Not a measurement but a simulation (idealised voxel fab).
Process module, titled voxel tone inversion
Cross-sectional view cut (width: 220 nm; square cell size: 5 nm).
Cross-section, as written here: a square-cell grid given band by band from the top down, where a band holds one or more rows of cells. Band: top height; bottom height; in nm. Then, left to right: material with width in nm, for each material. "everywhere": a single material spanning edge to edge. "empty": empty space. Below 0: as-received wafer, all one material; heights counted from there. Lowest band: no bottom, goes on down, written "top 0, no bottom". The notation "30 to 40" denotes a width that varies across the rows of cells in the band, beginning at the first number in the top row, finishing at the second number in the bottom row, and changing by an identical amount from each row to the next. Step note "no alteration" = no cross-section cell changed. So "Enclosed cavities" is basically the list of trapped voids: any empty space of 8 cells or more that can't reach the top through an opening. They're written width x height at distance, the distance being from the left edge, and it's all nm. If you see something after the settings on a step's line, that's the simulator's own remark about that step. When a step includes a mask, the "overlay nm" setting on its line states how far to the right of its planned place that mask lay, and negative values state how far to the left.

# Below is the list of planned process steps
- 1: RECEIVE, material Si
- 2: CONFORMAL_DEP, material SiN, thk nm 5
- 3: DIRECTIONAL_DEP, material polySi, thk nm 25
- 4: PATTERN, tone cover, mask id POSTS, material resist, width nm 25, pitch nm 45, thk nm 30, overlay nm 0
- 5: DIRECTIONAL_ETCH, etch materials polySi, depth nm 25
- 6: STRIP, etch materials resist
- 7: FILL_DEP, material SiO2, thk nm 10
- 8: CMP, height nm 30
- 9: STRIP, etch materials polySi
- 10: CONFORMAL_DEP, material TiN, thk nm 5
- 11: FILL_DEP, material W, thk nm 5
- 12: CMP, height nm 30
- 13: CONFORMAL_DEP, material SiCN, thk nm 5

# First of two wafers, processed according to plan

# This is the cross-section of the wafer as we received it, i.e. after step 1
	top 0, no bottom: Si everywhere
	Enclosed cavities: none

# Presented here is a cross-section of the wafer after step 2 has been performed
	top 5, bottom 0: SiN everywhere
	Below a height of 0, the structure has not been altered.

# Presented here is a cross-section of the wafer after step 3 has been performed
	top 30, bottom 5: polySi everywhere
	Below a height of 5, the structure has not been altered.

# Presented here is a cross-section of the wafer after step 4 has been performed
	top 60, bottom 30: empty (30) / resist (25) / empty (20) / resist (25) / empty (20) / resist (25) / empty (20) / resist (25) / empty (30)
	Below a height of 30, the structure has not been altered.

# Presented here is a cross-section of the wafer after step 5 has been performed
	top 60, bottom 30: empty (30) / resist (25) / empty (20) / resist (25) / empty (20) / resist (25) / empty (20) / resist (25) / empty (30)
	top 30, bottom 5: empty (30) / polySi (25) / empty (20) / polySi (25) / empty (20) / polySi (25) / empty (20) / polySi (25) / empty (30)
	Below a height of 5, the structure has not been altered.

# Presented here is a cross-section of the wafer after step 6 has been performed
	top 30, bottom 5: empty (30) / polySi (25) / empty (20) / polySi (25) / empty (20) / polySi (25) / empty (20) / polySi (25) / empty (30)
	Below a height of 5, the structure has not been altered.

# Presented here is a cross-section of the wafer after step 7 has been performed
	top 40, bottom 30: SiO2 everywhere
	top 30, bottom 5: SiO2 (30) / polySi (25) / SiO2 (20) / polySi (25) / SiO2 (20) / polySi (25) / SiO2 (20) / polySi (25) / SiO2 (30)
	Below a height of 5, the structure has not been altered.

# Presented here is a cross-section of the wafer after step 8 has been performed
	top 30, bottom 5: SiO2 (30) / polySi (25) / SiO2 (20) / polySi (25) / SiO2 (20) / polySi (25) / SiO2 (20) / polySi (25) / SiO2 (30)
	Below a height of 5, the structure has not been altered.

# Presented here is a cross-section of the wafer after step 9 has been performed
	top 30, bottom 5: SiO2 (30) / empty (25) / SiO2 (20) / empty (25) / SiO2 (20) / empty (25) / SiO2 (20) / empty (25) / SiO2 (30)
	Below a height of 5, the structure has not been altered.

# Presented here is a cross-section of the wafer after step 10 has been performed
	top 35, bottom 30: TiN (35) / empty (15) / TiN (30) / empty (15) / TiN (30) / empty (15) / TiN (30) / empty (15) / TiN (35)
	top 30, bottom 10: SiO2 (30) / TiN (5) / empty (15) / TiN (5) / SiO2 (20) / TiN (5) / empty (15) / TiN (5) / SiO2 (20) / TiN (5) / empty (15) / TiN (5) / SiO2 (20) / TiN (5) / empty (15) / TiN (5) / SiO2 (30)
	top 10, bottom 5: SiO2 (30) / TiN (25) / SiO2 (20) / TiN (25) / SiO2 (20) / TiN (25) / SiO2 (20) / TiN (25) / SiO2 (30)
	Below a height of 5, the structure has not been altered.

# Presented here is a cross-section of the wafer after step 11 has been performed
	top 40, bottom 35: W everywhere
	top 35, bottom 30: TiN (35) / W (15) / TiN (30) / W (15) / TiN (30) / W (15) / TiN (30) / W (15) / TiN (35)
	top 30, bottom 10: SiO2 (30) / TiN (5) / W (15) / TiN (5) / SiO2 (20) / TiN (5) / W (15) / TiN (5) / SiO2 (20) / TiN (5) / W (15) / TiN (5) / SiO2 (20) / TiN (5) / W (15) / TiN (5) / SiO2 (30)
	Below a height of 10, the structure has not been altered.

# Presented here is a cross-section of the wafer after step 12 has been performed
	top 30, bottom 10: SiO2 (30) / TiN (5) / W (15) / TiN (5) / SiO2 (20) / TiN (5) / W (15) / TiN (5) / SiO2 (20) / TiN (5) / W (15) / TiN (5) / SiO2 (20) / TiN (5) / W (15) / TiN (5) / SiO2 (30)
	Below a height of 10, the structure has not been altered.

# Presented here is a cross-section of the wafer after step 13 has been performed
	top 35, bottom 30: SiCN everywhere
	Below a height of 30, the structure has not been altered.

# Second Wafer (Identical Start and Plan, One Processing Error; Matches First Wafer Through Step 1)

Cross-sectional view of the second wafer at the intended end time of process step 2: no alteration

# Cross-sectional view of the second wafer at the intended end time of process step 3
	top 25, bottom 0: polySi everywhere
	Below a height of 0, the structure has not been altered.

# Cross-sectional view of the second wafer at the intended end time of process step 4
	top 55, bottom 25: empty (30) / resist (25) / empty (20) / resist (25) / empty (20) / resist (25) / empty (20) / resist (25) / empty (30)
	Below a height of 25, the structure has not been altered.

# Cross-sectional view of the second wafer at the intended end time of process step 5
	top 55, bottom 25: empty (30) / resist (25) / empty (20) / resist (25) / empty (20) / resist (25) / empty (20) / resist (25) / empty (30)
	top 25, bottom 0: empty (30) / polySi (25) / empty (20) / polySi (25) / empty (20) / polySi (25) / empty (20) / polySi (25) / empty (30)
	Below a height of 0, the structure has not been altered.

# Cross-sectional view of the second wafer at the intended end time of process step 6
	top 25, bottom 0: empty (30) / polySi (25) / empty (20) / polySi (25) / empty (20) / polySi (25) / empty (20) / polySi (25) / empty (30)
	Below a height of 0, the structure has not been altered.

# Cross-sectional view of the second wafer at the intended end time of process step 7
	top 35, bottom 25: SiO2 everywhere
	top 25, bottom 0: SiO2 (30) / polySi (25) / SiO2 (20) / polySi (25) / SiO2 (20) / polySi (25) / SiO2 (20) / polySi (25) / SiO2 (30)
	Below a height of 0, the structure has not been altered.

# Cross-sectional view of the second wafer at the intended end time of process step 8
	top 30, bottom 25: SiO2 everywhere
	Below a height of 25, the structure has not been altered.

Cross-sectional view of the second wafer at the intended end time of process step 9: no alteration

# Cross-sectional view of the second wafer at the intended end time of process step 10
	top 35, bottom 30: TiN everywhere
	Below a height of 30, the structure has not been altered.

# Cross-sectional view of the second wafer at the intended end time of process step 11
	top 40, bottom 35: W everywhere
	Below a height of 35, the structure has not been altered.

# Cross-sectional view of the second wafer at the intended end time of process step 12
	top 30, bottom 25: SiO2 everywhere
	Below a height of 25, the structure has not been altered.

# Cross-sectional view of the second wafer at the intended end time of process step 13
	top 35, bottom 30: SiCN everywhere
	Below a height of 30, the structure has not been altered.
Processing error: plan step 2: skipped, not run
The final cell counts differ between the wafers, with the second having more or fewer of some materials than the first: 44 fewer of SiN | 44 more of SiO2 | 52 fewer of TiN | 48 fewer of W | 100 more of polySi
